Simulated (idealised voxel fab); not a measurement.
This section sets out a process module, namely voxel trench capacitor.
For reference, the cross-section in this document is cut, with width 295 nm and square cells of 5 nm.
Bands, listed from the top down, are how a cross-section gets written in this document; the cross-section itself is a grid of square cells, and a band is one or more rows of them.
In this notation a band is specified by the heights of its top and bottom, in that order and in nm, after which its materials appear from left to right, each paired with its width in nm. The word "all across" attached to a single material means that material fills the band from edge to edge; the word "blank" stands for empty space.
The reference from which all heights are counted is 0, the level beneath which the as-received wafer is entirely one material; the lowest band, having no lower bound, proceeds downward and is written after the example "top 0, no bottom".
The width entry "30 to 40" should be interpreted row by row: the top row of cells in the band takes the first number, the bottom row takes the second number, and the change between adjacent rows is uniform throughout.
It should be understood that the words "nothing altered", when stated for a given step, signify that the cross-section underwent no change in any of its cells during that step.
Look at "Closed empty spaces" for the closed voids: empty spaces with no open path to the top, sized 8 cells or up. Each is width x height at distance, distance from the left edge, all nm.
What comes after the settings on a step's line is commentary from the simulator itself on that step.
The optional step-line setting "overlay nm" applies to steps with a mask and quantifies how far to the right of its planned location the mask lay, a negative value indicating leftward placement.
**Listed below are the process steps as planned**
1. RECEIVE (material Si)
2. CONFORMAL_DEP (material SiN; thk nm 10)
3. DIRECTIONAL_DEP (material aC; thk nm 10)
4. PATTERN (tone open; mask id TRENCH; material resist; width nm 20; pitch nm 50; thk nm 30; overlay nm 0)
5. DIRECTIONAL_ETCH (etch materials aC; depth nm 10)
6. STRIP (etch materials resist)
7. DIRECTIONAL_ETCH (etch materials SiN; depth nm 10)
8. DIRECTIONAL_ETCH (etch materials Si; depth nm 35)
9. STRIP (etch materials aC)
10. CONFORMAL_DEP (material Al2O3; thk nm 5)
11. FILL_DEP (material polySi; thk nm 5)
12. CMP (height nm 10)
**First of two wafers, with the run carried out as planned**
**Shown in cross-section is the wafer as received, that is, as it stands after step 1**
  top 0, no bottom  Si all across
  Closed empty spaces: none
**Cross-section of the wafer after step 2**
  top 10, bottom 0  SiN all across
  Below 0, no change.
**Cross-section of the wafer after step 3**
  top 20, bottom 10  aC all across
  Below 10, no change.
**Cross-section of the wafer after step 4**
  top 50, bottom 20  resist 60 / blank 20 / resist 30 / blank 20 / resist 30 / blank 20 / resist 30 / blank 20 / resist 65
  Below 20, no change.
**Cross-section of the wafer after step 5**
  top 40, bottom 20  resist 60 / blank 20 / resist 30 / blank 20 / resist 30 / blank 20 / resist 30 / blank 20 / resist 65
  top 20, bottom 10  aC 60 / blank 20 / aC 30 / blank 20 / aC 30 / blank 20 / aC 30 / blank 20 / aC 65
  Below 10, no change.
**Cross-section of the wafer after step 6**
  top 20, bottom 10  aC 60 / blank 20 / aC 30 / blank 20 / aC 30 / blank 20 / aC 30 / blank 20 / aC 65
  Below 10, no change.
**Cross-section of the wafer after step 7**
  top 20, bottom 10  aC 60 / blank 20 / aC 30 / blank 20 / aC 30 / blank 20 / aC 30 / blank 20 / aC 65
  top 10, bottom 0  SiN 60 / blank 20 / SiN 30 / blank 20 / SiN 30 / blank 20 / SiN 30 / blank 20 / SiN 65
  Below 0, no change.
**Cross-section of the wafer after step 8**
  top 20, bottom 10  aC 60 / blank 20 / aC 30 / blank 20 / aC 30 / blank 20 / aC 30 / blank 20 / aC 65
  top 10, bottom 0  SiN 60 / blank 20 / SiN 30 / blank 20 / SiN 30 / blank 20 / SiN 30 / blank 20 / SiN 65
  top 0, bottom -35  Si 60 / blank 20 / Si 30 / blank 20 / Si 30 / blank 20 / Si 30 / blank 20 / Si 65
  Below -35, no change.
**Cross-section of the wafer after step 9**
  top 10, bottom 0  SiN 60 / blank 20 / SiN 30 / blank 20 / SiN 30 / blank 20 / SiN 30 / blank 20 / SiN 65
  Below 0, no change.
**Cross-section of the wafer after step 10**
  top 15, bottom 10  Al2O3 65 / blank 10 / Al2O3 40 / blank 10 / Al2O3 40 / blank 10 / Al2O3 40 / blank 10 / Al2O3 70
  top 10, bottom 0  SiN 60 / Al2O3 5 / blank 10 / Al2O3 5 / SiN 30 / Al2O3 5 / blank 10 / Al2O3 5 / SiN 30 / Al2O3 5 / blank 10 / Al2O3 5 / SiN 30 / Al2O3 5 / blank 10 / Al2O3 5 / SiN 65
  top 0, bottom -30  Si 60 / Al2O3 5 / blank 10 / Al2O3 5 / Si 30 / Al2O3 5 / blank 10 / Al2O3 5 / Si 30 / Al2O3 5 / blank 10 / Al2O3 5 / Si 30 / Al2O3 5 / blank 10 / Al2O3 5 / Si 65
  top -30, bottom -35  Si 60 / Al2O3 20 / Si 30 / Al2O3 20 / Si 30 / Al2O3 20 / Si 30 / Al2O3 20 / Si 65
  Below -35, no change.
**Cross-section of the wafer after step 11**
  top 20, bottom 15  polySi all across
  top 15, bottom 10  Al2O3 65 / polySi 10 / Al2O3 40 / polySi 10 / Al2O3 40 / polySi 10 / Al2O3 40 / polySi 10 / Al2O3 70
  top 10, bottom 0  SiN 60 / Al2O3 5 / polySi 10 / Al2O3 5 / SiN 30 / Al2O3 5 / polySi 10 / Al2O3 5 / SiN 30 / Al2O3 5 / polySi 10 / Al2O3 5 / SiN 30 / Al2O3 5 / polySi 10 / Al2O3 5 / SiN 65
  top 0, bottom -30  Si 60 / Al2O3 5 / polySi 10 / Al2O3 5 / Si 30 / Al2O3 5 / polySi 10 / Al2O3 5 / Si 30 / Al2O3 5 / polySi 10 / Al2O3 5 / Si 30 / Al2O3 5 / polySi 10 / Al2O3 5 / Si 65
  Below -30, no change.
**Cross-section of the wafer after step 12**
  top 10, bottom 0  SiN 60 / Al2O3 5 / polySi 10 / Al2O3 5 / SiN 30 / Al2O3 5 / polySi 10 / Al2O3 5 / SiN 30 / Al2O3 5 / polySi 10 / Al2O3 5 / SiN 30 / Al2O3 5 / polySi 10 / Al2O3 5 / SiN 65
  Below 0, no change.
**Wafer two. Same start, same plan, one slip in execution. Same as wafer one through step 7, inclusive**
**Cross-section of the second wafer at the time step 8 of the plan should have ended**
  top 20, bottom 10  aC 60 / blank 20 / aC 30 / blank 20 / aC 30 / blank 20 / aC 30 / blank 20 / aC 65
  top 10, bottom 0  SiN 60 / blank 20 / SiN 30 / blank 20 / SiN 30 / blank 20 / SiN 30 / blank 20 / SiN 65
  top 0, bottom -70  Si 60 / blank 20 / Si 30 / blank 20 / Si 30 / blank 20 / Si 30 / blank 20 / Si 65
  Below -70, no change.
**Cross-section of the second wafer at the time step 9 of the plan should have ended**
  top 10, bottom 0  SiN 60 / blank 20 / SiN 30 / blank 20 / SiN 30 / blank 20 / SiN 30 / blank 20 / SiN 65
  Below 0, no change.
**Cross-section of the second wafer at the time step 10 of the plan should have ended**
  top 15, bottom 10  Al2O3 65 / blank 10 / Al2O3 40 / blank 10 / Al2O3 40 / blank 10 / Al2O3 40 / blank 10 / Al2O3 70
  top 10, bottom 0  SiN 60 / Al2O3 5 / blank 10 / Al2O3 5 / SiN 30 / Al2O3 5 / blank 10 / Al2O3 5 / SiN 30 / Al2O3 5 / blank 10 / Al2O3 5 / SiN 30 / Al2O3 5 / blank 10 / Al2O3 5 / SiN 65
  top 0, bottom -65  Si 60 / Al2O3 5 / blank 10 / Al2O3 5 / Si 30 / Al2O3 5 / blank 10 / Al2O3 5 / Si 30 / Al2O3 5 / blank 10 / Al2O3 5 / Si 30 / Al2O3 5 / blank 10 / Al2O3 5 / Si 65
  top -65, bottom -70  Si 60 / Al2O3 20 / Si 30 / Al2O3 20 / Si 30 / Al2O3 20 / Si 30 / Al2O3 20 / Si 65
  Below -70, no change.
**Cross-section of the second wafer at the time step 11 of the plan should have ended**
  top 20, bottom 15  polySi all across
  top 15, bottom 10  Al2O3 65 / polySi 10 / Al2O3 40 / polySi 10 / Al2O3 40 / polySi 10 / Al2O3 40 / polySi 10 / Al2O3 70
  top 10, bottom 0  SiN 60 / Al2O3 5 / polySi 10 / Al2O3 5 / SiN 30 / Al2O3 5 / polySi 10 / Al2O3 5 / SiN 30 / Al2O3 5 / polySi 10 / Al2O3 5 / SiN 30 / Al2O3 5 / polySi 10 / Al2O3 5 / SiN 65
  top 0, bottom -65  Si 60 / Al2O3 5 / polySi 10 / Al2O3 5 / Si 30 / Al2O3 5 / polySi 10 / Al2O3 5 / Si 30 / Al2O3 5 / polySi 10 / Al2O3 5 / Si 30 / Al2O3 5 / polySi 10 / Al2O3 5 / Si 65
  Below -65, no change.
**Cross-section of the second wafer at the time step 12 of the plan should have ended**
  top 10, bottom 0  SiN 60 / Al2O3 5 / polySi 10 / Al2O3 5 / SiN 30 / Al2O3 5 / polySi 10 / Al2O3 5 / SiN 30 / Al2O3 5 / polySi 10 / Al2O3 5 / SiN 30 / Al2O3 5 / polySi 10 / Al2O3 5 / SiN 65
  Below 0, no change.
Short version of what went wrong: twice over, step 8 of the plan was run
Once processing is complete, comparing cell counts shows that the second wafer has more or fewer of certain materials than the first: +56 Al2O3; -112 Si; +56 polySi
